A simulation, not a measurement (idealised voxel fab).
process module | voxel wiring stack
cross-section cut | 280 nm wide | cells 5 nm
A cross-section is a grid of square cells, given in bands from the top down. A band is one or more rows of cells.
Each band's line starts with the height of the band's top and of its bottom, in nm. Then come its materials from left to right, each with its width in nm. One material with "throughout" fills the band from edge to edge. "air" is empty space.
Height 0 is the level under which the wafer as received is all one material. The lowest band goes on downwards, as in "0 down".
A width such as "30 to 40" changes by the same amount from each row of cells to the next, from the band's top row to its bottom row.
"no change" after a step means that no cell of the cross-section changed.
closed voids: empty space of 8 cells or more with no open way to the top, each as width x height at its distance from the left edge, in nm
after a step's settings: what the simulator itself notes on the step
overlay nm, on a step with a mask: how far to the right of its planned place the mask lay; to the left if negative
plan
1 op RECEIVE | material Si
2 op CONFORMAL_DEP | material SiO2 | thk nm 10
3 op CONFORMAL_DEP | material SiN | thk nm 5
4 op DIRECTIONAL_DEP | material lowk | thk nm 25
5 op PATTERN | tone open | mask id METAL_1 | material resist | width nm 30 | pitch nm 60 | thk nm 15 | overlay nm 0
6 op DIRECTIONAL_ETCH | etch materials lowk | depth nm 25
7 op DIRECTIONAL_ETCH | etch materials SiN | depth nm 5
8 op STRIP | etch materials resist
9 op CONFORMAL_DEP | material TiN | thk nm 5
10 op FILL_DEP | material W | thk nm 5
11 op CMP | height nm 40
12 op CONFORMAL_DEP | material SiCN | thk nm 5
13 op DIRECTIONAL_DEP | material lowk | thk nm 20
14 op DIRECTIONAL_DEP | material aC | thk nm 15
15 op PATTERN | tone open | mask id PLUG_1 | material resist | width nm 15 | pitch nm 120 | thk nm 30 | overlay nm 0
16 op DIRECTIONAL_ETCH | etch materials aC | depth nm 15
17 op STRIP | etch materials resist
18 op DIRECTIONAL_ETCH | etch materials lowk | depth nm 20
19 op DIRECTIONAL_ETCH | etch materials SiCN | depth nm 5
20 op STRIP | etch materials aC
21 op EPI | material Ru | thk nm 10
22 op EPI | material Ru | thk nm 10
23 op EPI | material Ru | thk nm 5
24 op CONFORMAL_DEP | material SiCN | thk nm 5
25 op DIRECTIONAL_DEP | material lowk | thk nm 25
26 op MASKED_ETCH | tone open | mask id METAL_2 | width nm 30 | pitch nm 60 | etch materials lowk | depth nm 25 | overlay nm 0
27 op MASKED_ETCH | tone open | mask id METAL_2 | width nm 30 | pitch nm 60 | etch materials SiCN | depth nm 5 | overlay nm 0
28 op CONFORMAL_DEP | material TiN | thk nm 5
29 op FILL_DEP | material Cu | thk nm 10
30 op CMP | height nm 95
31 op CONFORMAL_DEP | material SiCN | thk nm 5
32 op DIRECTIONAL_DEP | material SiO2 | thk nm 35
33 op DIRECTIONAL_DEP | material aC | thk nm 10
34 op PATTERN | tone open | mask id METAL_3 | material resist | width nm 30 | pitch nm 60 | thk nm 30 | overlay nm 0
35 op DIRECTIONAL_ETCH | etch materials aC | depth nm 10
36 op STRIP | etch materials resist
37 op DIRECTIONAL_ETCH | etch materials SiO2 | depth nm 20
38 op STRIP | etch materials aC
39 op PATTERN | tone open | mask id METAL_3_HOLES | material resist | width nm 15 | pitch nm 120 | thk nm 15 | overlay nm 0
40 op DIRECTIONAL_ETCH | etch materials SiO2 | depth nm 15
41 op DIRECTIONAL_ETCH | etch materials SiCN | depth nm 5
42 op STRIP | etch materials resist
43 op CONFORMAL_DEP | material TiN | thk nm 5
44 op FILL_DEP | material Cu | thk nm 10
45 op CMP | height nm 135
46 op CONFORMAL_DEP | material SiN | thk nm 5
first wafer, as planned
as received, after step 1
  0 down: Si throughout
  closed voids: none
after step 2
  10 to 0: SiO2 throughout
  below 0: unchanged
after step 3
  15 to 10: SiN throughout
  below 10: unchanged
after step 4
  40 to 15: lowk throughout
  below 15: unchanged
after step 5
  55 to 40: resist 65 | air 30 | resist 30 | air 30 | resist 30 | air 30 | resist 65
  below 40: unchanged
after step 6
  55 to 40: resist 65 | air 30 | resist 30 | air 30 | resist 30 | air 30 | resist 65
  40 to 15: lowk 65 | air 30 | lowk 30 | air 30 | lowk 30 | air 30 | lowk 65
  below 15: unchanged
after step 7
  55 to 40: resist 65 | air 30 | resist 30 | air 30 | resist 30 | air 30 | resist 65
  40 to 15: lowk 65 | air 30 | lowk 30 | air 30 | lowk 30 | air 30 | lowk 65
  15 to 10: SiN 65 | air 30 | SiN 30 | air 30 | SiN 30 | air 30 | SiN 65
  below 10: unchanged
after step 8
  40 to 15: lowk 65 | air 30 | lowk 30 | air 30 | lowk 30 | air 30 | lowk 65
  below 15: unchanged
after step 9
  45 to 40: TiN 70 | air 20 | TiN 40 | air 20 | TiN 40 | air 20 | TiN 70
  40 to 15: lowk 65 | TiN 5 | air 20 | TiN 5 | lowk 30 | TiN 5 | air 20 | TiN 5 | lowk 30 | TiN 5 | air 20 | TiN 5 | lowk 65
  15 to 10: SiN 65 | TiN 30 | SiN 30 | TiN 30 | SiN 30 | TiN 30 | SiN 65
  below 10: unchanged
after step 10
  50 to 45: W throughout
  45 to 40: TiN 70 | W 20 | TiN 40 | W 20 | TiN 40 | W 20 | TiN 70
  40 to 15: lowk 65 | TiN 5 | W 20 | TiN 5 | lowk 30 | TiN 5 | W 20 | TiN 5 | lowk 30 | TiN 5 | W 20 | TiN 5 | lowk 65
  below 15: unchanged
after step 11
  40 to 15: lowk 65 | TiN 5 | W 20 | TiN 5 | lowk 30 | TiN 5 | W 20 | TiN 5 | lowk 30 | TiN 5 | W 20 | TiN 5 | lowk 65
  below 15: unchanged
after step 12
  45 to 40: SiCN throughout
  below 40: unchanged
after step 13
  65 to 45: lowk throughout
  below 45: unchanged
after step 14
  80 to 65: aC throughout
  below 65: unchanged
after step 15
  110 to 80: resist 65 | air 15 | resist 105 | air 15 | resist 80
  below 80: unchanged
after step 16
  95 to 80: resist 65 | air 15 | resist 105 | air 15 | resist 80
  80 to 65: aC 65 | air 15 | aC 105 | air 15 | aC 80
  below 65: unchanged
after step 17
  80 to 65: aC 65 | air 15 | aC 105 | air 15 | aC 80
  below 65: unchanged
after step 18
  80 to 65: aC 65 | air 15 | aC 105 | air 15 | aC 80
  65 to 45: lowk 65 | air 15 | lowk 105 | air 15 | lowk 80
  below 45: unchanged
after step 19
  80 to 65: aC 65 | air 15 | aC 105 | air 15 | aC 80
  65 to 45: lowk 65 | air 15 | lowk 105 | air 15 | lowk 80
  45 to 40: SiCN 65 | air 15 | SiCN 105 | air 15 | SiCN 80
  below 40: unchanged
after step 20
  65 to 45: lowk 65 | air 15 | lowk 105 | air 15 | lowk 80
  below 45: unchanged
after step 21
  65 to 50: lowk 65 | air 15 | lowk 105 | air 15 | lowk 80
  50 to 45: lowk 65 | Ru 15 | lowk 105 | Ru 15 | lowk 80
  45 to 40: SiCN 65 | Ru 15 | SiCN 105 | Ru 15 | SiCN 80
  below 40: unchanged
after step 22
  65 to 60: lowk 65 | air 15 | lowk 105 | air 15 | lowk 80
  60 to 45: lowk 65 | Ru 15 | lowk 105 | Ru 15 | lowk 80
  below 45: unchanged
after step 23
  65 to 45: lowk 65 | Ru 15 | lowk 105 | Ru 15 | lowk 80
  below 45: unchanged
after step 24
  70 to 65: SiCN throughout
  below 65: unchanged
after step 25
  95 to 70: lowk throughout
  below 70: unchanged
after step 26
  95 to 70: lowk 65 | air 30 | lowk 30 | air 30 | lowk 30 | air 30 | lowk 65
  below 70: unchanged
after step 27
  95 to 70: lowk 65 | air 30 | lowk 30 | air 30 | lowk 30 | air 30 | lowk 65
  70 to 65: SiCN 65 | air 30 | SiCN 30 | air 30 | SiCN 30 | air 30 | SiCN 65
  below 65: unchanged
after step 28
  100 to 95: TiN 70 | air 20 | TiN 40 | air 20 | TiN 40 | air 20 | TiN 70
  95 to 70: lowk 65 | TiN 5 | air 20 | TiN 5 | lowk 30 | TiN 5 | air 20 | TiN 5 | lowk 30 | TiN 5 | air 20 | TiN 5 | lowk 65
  70 to 65: SiCN 65 | TiN 30 | SiCN 30 | TiN 30 | SiCN 30 | TiN 30 | SiCN 65
  below 65: unchanged
after step 29
  110 to 100: Cu throughout
  100 to 95: TiN 70 | Cu 20 | TiN 40 | Cu 20 | TiN 40 | Cu 20 | TiN 70
  95 to 70: lowk 65 | TiN 5 | Cu 20 | TiN 5 | lowk 30 | TiN 5 | Cu 20 | TiN 5 | lowk 30 | TiN 5 | Cu 20 | TiN 5 | lowk 65
  below 70: unchanged
after step 30
  95 to 70: lowk 65 | TiN 5 | Cu 20 | TiN 5 | lowk 30 | TiN 5 | Cu 20 | TiN 5 | lowk 30 | TiN 5 | Cu 20 | TiN 5 | lowk 65
  below 70: unchanged
after step 31
  100 to 95: SiCN throughout
  below 95: unchanged
after step 32
  135 to 100: SiO2 throughout
  below 100: unchanged
after step 33
  145 to 135: aC throughout
  below 135: unchanged
after step 34
  175 to 145: resist 65 | air 30 | resist 30 | air 30 | resist 30 | air 30 | resist 65
  below 145: unchanged
after step 35
  165 to 145: resist 65 | air 30 | resist 30 | air 30 | resist 30 | air 30 | resist 65
  145 to 135: aC 65 | air 30 | aC 30 | air 30 | aC 30 | air 30 | aC 65
  below 135: unchanged
after step 36
  145 to 135: aC 65 | air 30 | aC 30 | air 30 | aC 30 | air 30 | aC 65
  below 135: unchanged
after step 37
  145 to 135: aC 65 | air 30 | aC 30 | air 30 | aC 30 | air 30 | aC 65
  135 to 115: SiO2 65 | air 30 | SiO2 30 | air 30 | SiO2 30 | air 30 | SiO2 65
  below 115: unchanged
after step 38
  135 to 115: SiO2 65 | air 30 | SiO2 30 | air 30 | SiO2 30 | air 30 | SiO2 65
  below 115: unchanged
after step 39
  150 to 135: resist 65 | air 15 | resist 105 | air 15 | resist 80
  135 to 115: SiO2 65 | air 15 | resist 15 | SiO2 30 | resist 30 | SiO2 30 | air 15 | resist 15 | SiO2 65
  below 115: unchanged
after step 40
  150 to 135: resist 65 | air 15 | resist 105 | air 15 | resist 80
  135 to 115: SiO2 65 | air 15 | resist 15 | SiO2 30 | resist 30 | SiO2 30 | air 15 | resist 15 | SiO2 65
  115 to 100: SiO2 65 | air 15 | SiO2 105 | air 15 | SiO2 80
  below 100: unchanged
after step 41
  150 to 135: resist 65 | air 15 | resist 105 | air 15 | resist 80
  135 to 115: SiO2 65 | air 15 | resist 15 | SiO2 30 | resist 30 | SiO2 30 | air 15 | resist 15 | SiO2 65
  115 to 100: SiO2 65 | air 15 | SiO2 105 | air 15 | SiO2 80
  100 to 95: SiCN 65 | air 15 | SiCN 105 | air 15 | SiCN 80
  below 95: unchanged
after step 42
  135 to 115: SiO2 65 | air 30 | SiO2 30 | air 30 | SiO2 30 | air 30 | SiO2 65
  below 115: unchanged
after step 43
  140 to 135: TiN 70 | air 20 | TiN 40 | air 20 | TiN 40 | air 20 | TiN 70
  135 to 120: SiO2 65 | TiN 5 | air 20 | TiN 5 | SiO2 30 | TiN 5 | air 20 | TiN 5 | SiO2 30 | TiN 5 | air 20 | TiN 5 | SiO2 65
  120 to 115: SiO2 65 | TiN 5 | air 5 | TiN 20 | SiO2 30 | TiN 30 | SiO2 30 | TiN 5 | air 5 | TiN 20 | SiO2 65
  115 to 100: SiO2 65 | TiN 5 | air 5 | TiN 5 | SiO2 105 | TiN 5 | air 5 | TiN 5 | SiO2 80
  100 to 95: SiCN 65 | TiN 15 | SiCN 105 | TiN 15 | SiCN 80
  below 95: unchanged
after step 44
  150 to 140: Cu throughout
  140 to 135: TiN 70 | Cu 20 | TiN 40 | Cu 20 | TiN 40 | Cu 20 | TiN 70
  135 to 120: SiO2 65 | TiN 5 | Cu 20 | TiN 5 | SiO2 30 | TiN 5 | Cu 20 | TiN 5 | SiO2 30 | TiN 5 | Cu 20 | TiN 5 | SiO2 65
  120 to 115: SiO2 65 | TiN 5 | Cu 5 | TiN 20 | SiO2 30 | TiN 30 | SiO2 30 | TiN 5 | Cu 5 | TiN 20 | SiO2 65
  115 to 100: SiO2 65 | TiN 5 | Cu 5 | TiN 5 | SiO2 105 | TiN 5 | Cu 5 | TiN 5 | SiO2 80
  below 100: unchanged
after step 45
  135 to 120: SiO2 65 | TiN 5 | Cu 20 | TiN 5 | SiO2 30 | TiN 5 | Cu 20 | TiN 5 | SiO2 30 | TiN 5 | Cu 20 | TiN 5 | SiO2 65
  below 120: unchanged
after step 46
  140 to 135: SiN throughout
  below 135: unchanged
second wafer: like start, like plan, one mistake. Through step 12 it matches the first wafer
when step 13 should have ended
  85 to 45: lowk throughout
  below 45: unchanged
when step 14 should have ended
  100 to 85: aC throughout
  below 85: unchanged
when step 15 should have ended
  130 to 100: resist 65 | air 15 | resist 105 | air 15 | resist 80
  below 100: unchanged
when step 16 should have ended
  115 to 100: resist 65 | air 15 | resist 105 | air 15 | resist 80
  100 to 85: aC 65 | air 15 | aC 105 | air 15 | aC 80
  below 85: unchanged
when step 17 should have ended
  100 to 85: aC 65 | air 15 | aC 105 | air 15 | aC 80
  below 85: unchanged
when step 18 should have ended
  100 to 85: aC 65 | air 15 | aC 105 | air 15 | aC 80
  85 to 65: lowk 65 | air 15 | lowk 105 | air 15 | lowk 80
  below 65: unchanged
when step 19 should have ended: no change
when step 20 should have ended
  85 to 65: lowk 65 | air 15 | lowk 105 | air 15 | lowk 80
  below 65: unchanged
when step 21 should have ended: no change
when step 22 should have ended: no change
when step 23 should have ended: no change
when step 24 should have ended
  90 to 85: SiCN 70 | air 5 | SiCN 115 | air 5 | SiCN 85
  85 to 70: lowk 65 | SiCN 5 | air 5 | SiCN 5 | lowk 105 | SiCN 5 | air 5 | SiCN 5 | lowk 80
  70 to 65: lowk 65 | SiCN 15 | lowk 105 | SiCN 15 | lowk 80
  below 65: unchanged
when step 25 should have ended
  115 to 95: lowk 70 | air 5 | lowk 115 | air 5 | lowk 85
  95 to 90: lowk throughout
  90 to 85: SiCN 70 | lowk 5 | SiCN 115 | lowk 5 | SiCN 85
  85 to 70: lowk 65 | SiCN 5 | lowk 5 | SiCN 5 | lowk 105 | SiCN 5 | lowk 5 | SiCN 5 | lowk 80
  below 70: unchanged
when step 26 should have ended
  115 to 90: lowk 65 | air 30 | lowk 30 | air 30 | lowk 30 | air 30 | lowk 65
  90 to 85: SiCN 70 | air 5 | SiCN 115 | air 5 | SiCN 85
  85 to 70: lowk 65 | SiCN 5 | air 5 | SiCN 5 | lowk 105 | SiCN 5 | air 5 | SiCN 5 | lowk 80
  below 70: unchanged
when step 27 should have ended
  115 to 90: lowk 65 | air 30 | lowk 30 | air 30 | lowk 30 | air 30 | lowk 65
  90 to 85: SiCN 65 | air 30 | SiCN 30 | air 30 | SiCN 30 | air 30 | SiCN 65
  85 to 65: lowk 65 | SiCN 5 | air 5 | SiCN 5 | lowk 105 | SiCN 5 | air 5 | SiCN 5 | lowk 80
  below 65: unchanged
when step 28 should have ended
  120 to 115: TiN 70 | air 20 | TiN 40 | air 20 | TiN 40 | air 20 | TiN 70
  115 to 90: lowk 65 | TiN 5 | air 20 | TiN 5 | lowk 30 | TiN 5 | air 20 | TiN 5 | lowk 30 | TiN 5 | air 20 | TiN 5 | lowk 65
  90 to 85: SiCN 65 | TiN 30 | SiCN 30 | TiN 30 | SiCN 30 | TiN 30 | SiCN 65
  85 to 65: lowk 65 | SiCN 5 | TiN 5 | SiCN 5 | lowk 105 | SiCN 5 | TiN 5 | SiCN 5 | lowk 80
  below 65: unchanged
when step 29 should have ended
  130 to 120: Cu throughout
  120 to 115: TiN 70 | Cu 20 | TiN 40 | Cu 20 | TiN 40 | Cu 20 | TiN 70
  115 to 90: lowk 65 | TiN 5 | Cu 20 | TiN 5 | lowk 30 | TiN 5 | Cu 20 | TiN 5 | lowk 30 | TiN 5 | Cu 20 | TiN 5 | lowk 65
  below 90: unchanged
when step 30 should have ended
  95 to 90: lowk 65 | TiN 5 | Cu 20 | TiN 5 | lowk 30 | TiN 5 | Cu 20 | TiN 5 | lowk 30 | TiN 5 | Cu 20 | TiN 5 | lowk 65
  below 90: unchanged
when step 31 should have ended
  100 to 95: SiCN throughout
  below 95: unchanged
when step 32 should have ended
  135 to 100: SiO2 throughout
  below 100: unchanged
when step 33 should have ended
  145 to 135: aC throughout
  below 135: unchanged
when step 34 should have ended
  175 to 145: resist 65 | air 30 | resist 30 | air 30 | resist 30 | air 30 | resist 65
  below 145: unchanged
when step 35 should have ended
  165 to 145: resist 65 | air 30 | resist 30 | air 30 | resist 30 | air 30 | resist 65
  145 to 135: aC 65 | air 30 | aC 30 | air 30 | aC 30 | air 30 | aC 65
  below 135: unchanged
when step 36 should have ended
  145 to 135: aC 65 | air 30 | aC 30 | air 30 | aC 30 | air 30 | aC 65
  below 135: unchanged
when step 37 should have ended
  145 to 135: aC 65 | air 30 | aC 30 | air 30 | aC 30 | air 30 | aC 65
  135 to 115: SiO2 65 | air 30 | SiO2 30 | air 30 | SiO2 30 | air 30 | SiO2 65
  below 115: unchanged
when step 38 should have ended
  135 to 115: SiO2 65 | air 30 | SiO2 30 | air 30 | SiO2 30 | air 30 | SiO2 65
  below 115: unchanged
when step 39 should have ended
  150 to 135: resist 65 | air 15 | resist 105 | air 15 | resist 80
  135 to 115: SiO2 65 | air 15 | resist 15 | SiO2 30 | resist 30 | SiO2 30 | air 15 | resist 15 | SiO2 65
  below 115: unchanged
when step 40 should have ended
  150 to 135: resist 65 | air 15 | resist 105 | air 15 | resist 80
  135 to 115: SiO2 65 | air 15 | resist 15 | SiO2 30 | resist 30 | SiO2 30 | air 15 | resist 15 | SiO2 65
  115 to 100: SiO2 65 | air 15 | SiO2 105 | air 15 | SiO2 80
  below 100: unchanged
when step 41 should have ended
  150 to 135: resist 65 | air 15 | resist 105 | air 15 | resist 80
  135 to 115: SiO2 65 | air 15 | resist 15 | SiO2 30 | resist 30 | SiO2 30 | air 15 | resist 15 | SiO2 65
  115 to 100: SiO2 65 | air 15 | SiO2 105 | air 15 | SiO2 80
  100 to 95: SiCN 65 | air 15 | SiCN 105 | air 15 | SiCN 80
  below 95: unchanged
when step 42 should have ended
  135 to 115: SiO2 65 | air 30 | SiO2 30 | air 30 | SiO2 30 | air 30 | SiO2 65
  below 115: unchanged
when step 43 should have ended
  140 to 135: TiN 70 | air 20 | TiN 40 | air 20 | TiN 40 | air 20 | TiN 70
  135 to 120: SiO2 65 | TiN 5 | air 20 | TiN 5 | SiO2 30 | TiN 5 | air 20 | TiN 5 | SiO2 30 | TiN 5 | air 20 | TiN 5 | SiO2 65
  120 to 115: SiO2 65 | TiN 5 | air 5 | TiN 20 | SiO2 30 | TiN 30 | SiO2 30 | TiN 5 | air 5 | TiN 20 | SiO2 65
  115 to 100: SiO2 65 | TiN 5 | air 5 | TiN 5 | SiO2 105 | TiN 5 | air 5 | TiN 5 | SiO2 80
  100 to 95: SiCN 65 | TiN 15 | SiCN 105 | TiN 15 | SiCN 80
  below 95: unchanged
when step 44 should have ended
  150 to 140: Cu throughout
  140 to 135: TiN 70 | Cu 20 | TiN 40 | Cu 20 | TiN 40 | Cu 20 | TiN 70
  135 to 120: SiO2 65 | TiN 5 | Cu 20 | TiN 5 | SiO2 30 | TiN 5 | Cu 20 | TiN 5 | SiO2 30 | TiN 5 | Cu 20 | TiN 5 | SiO2 65
  120 to 115: SiO2 65 | TiN 5 | Cu 5 | TiN 20 | SiO2 30 | TiN 30 | SiO2 30 | TiN 5 | Cu 5 | TiN 20 | SiO2 65
  115 to 100: SiO2 65 | TiN 5 | Cu 5 | TiN 5 | SiO2 105 | TiN 5 | Cu 5 | TiN 5 | SiO2 80
  below 100: unchanged
when step 45 should have ended
  135 to 120: SiO2 65 | TiN 5 | Cu 20 | TiN 5 | SiO2 30 | TiN 5 | Cu 20 | TiN 5 | SiO2 30 | TiN 5 | Cu 20 | TiN 5 | SiO2 65
  below 120: unchanged
when step 46 should have ended
  140 to 135: SiN throughout
  below 135: unchanged
what went wrong: step 13 was run twice
at the end the second wafer has, in cells: 48 fewer of Cu | 30 fewer of Ru | 22 more of SiCN | 16 fewer of TiN | 72 more of lowk
